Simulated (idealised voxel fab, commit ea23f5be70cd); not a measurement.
A process module follows: voxel ribs on slabs.
Each square cell in cross-section cut measures 5 nm, and the section as a whole is 200 nm wide.
Square cells in a grid make up a cross-section in this document, and the grid is given as bands, listed from the top down, each one or more rows of cells.
Band: top and bottom heights (nm) first, top before bottom; then materials from left to right, widths in nm. "throughout" marks a sole material filling the band edge to edge. "empty" denotes empty space.
All heights in this document are referenced to 0, defined as the level beneath which the wafer, as received, consists entirely of one material. The lowest band is not bounded below; it extends indefinitely downward and is written in the form "z 0 and below".
Width "30->40": first value at the band's top row of cells, second value at its bottom row, equal change from row to row.
What does "nothing changed" mean for a step? It means no cell of the cross-section changed in that step.
"Completely sealed voids" lists enclosed empty spaces (at least 8 cells, no open path upward to the top), each as width x height at distance from the left edge, in nm.
Whatever follows a step's settings on its line is a remark the simulator itself makes about that step.
Among the settings permitted on a step's line is "overlay nm"; applied to a step with a mask, it specifies the extent to which the mask lay to the right of its planned position, whereas a negative figure signifies a position to the left.

THE PROCESS STEPS THAT WERE PLANNED ARE LISTED BELOW
1) RECEIVE: material Si
2) DIRECTIONAL_DEP: material SiO2, thk nm 25
3) DIRECTIONAL_DEP: material polySi, thk nm 25
4) PATTERN: tone cover, mask id RIB, material resist, width nm 15, thk nm 15, overlay nm 0
5) DIRECTIONAL_ETCH: etch materials polySi, depth nm 15
6) STRIP: etch materials resist
7) PATTERN: tone cover, mask id SLAB, material resist, width nm 45, thk nm 20, overlay nm 0
8) DIRECTIONAL_ETCH: etch materials polySi, depth nm 10
9) STRIP: etch materials resist
10) FILL_DEP: material SiO2, thk nm 25
11) CMP: height nm 70
12) DIRECTIONAL_DEP: material W, thk nm 5
13) DIRECTIONAL_DEP: material aC, thk nm 10
14) PATTERN: tone cover, mask id HEATER, material resist, width nm 25, thk nm 25, overlay nm 0
15) DIRECTIONAL_ETCH: etch materials aC, depth nm 10
16) STRIP: etch materials resist
17) DIRECTIONAL_ETCH: etch materials W, depth nm 5
18) STRIP: etch materials aC
19) CONFORMAL_DEP: material SiN, thk nm 5

CROSS-SECTION OF THE INCOMING WAFER, STATE AFTER STEP 1
	z 0 and below: Si throughout
	Completely sealed voids: none

RUN AS PLANNED - FIRST OF THE TWO WAFERS CROSS-SECTIONED AT THE END OF THE MODULE
	z 80 to 75: empty 80 | SiN 35 | empty 85
	z 75 to 70: SiN 85 | W 25 | SiN 90
	z 70 to 50: SiO2 throughout
	z 50 to 35: SiO2 90 | polySi 15 | SiO2 95
	z 35 to 25: SiO2 75 | polySi 45 | SiO2 80
	z 25 to 0: SiO2 throughout
	z 0 and below: Si throughout
	Completely sealed voids: none

PRESENTED HERE IS A CROSS-SECTION OF THE SECOND OF THE TWO WAFERS AS IT STOOD AT THE END OF THE MODULE. IT WAS STARTED IN THE SAME MANNER AND ASSIGNED THE SAME PLAN AS THE FIRST WAFER; HOWEVER, ONE MISTAKE WAS MADE IN ITS EXECUTION
	z 80 to 75: empty 80 | SiN 35 | empty 85
	z 75 to 70: SiN 85 | W 25 | SiN 90
	z 70 to 60: SiO2 90 | polySi 15 | SiO2 95
	z 60 to 50: SiO2 75 | polySi 45 | SiO2 80
	z 50 to 0: SiO2 throughout
	z 0 and below: Si throughout
	Completely sealed voids: none
The mistake made against the process plan was this: plan step 2 ran twice
Cell-count delta at end, second wafer over first, by material: SiO2: 3 more; polySi: 3 fewer
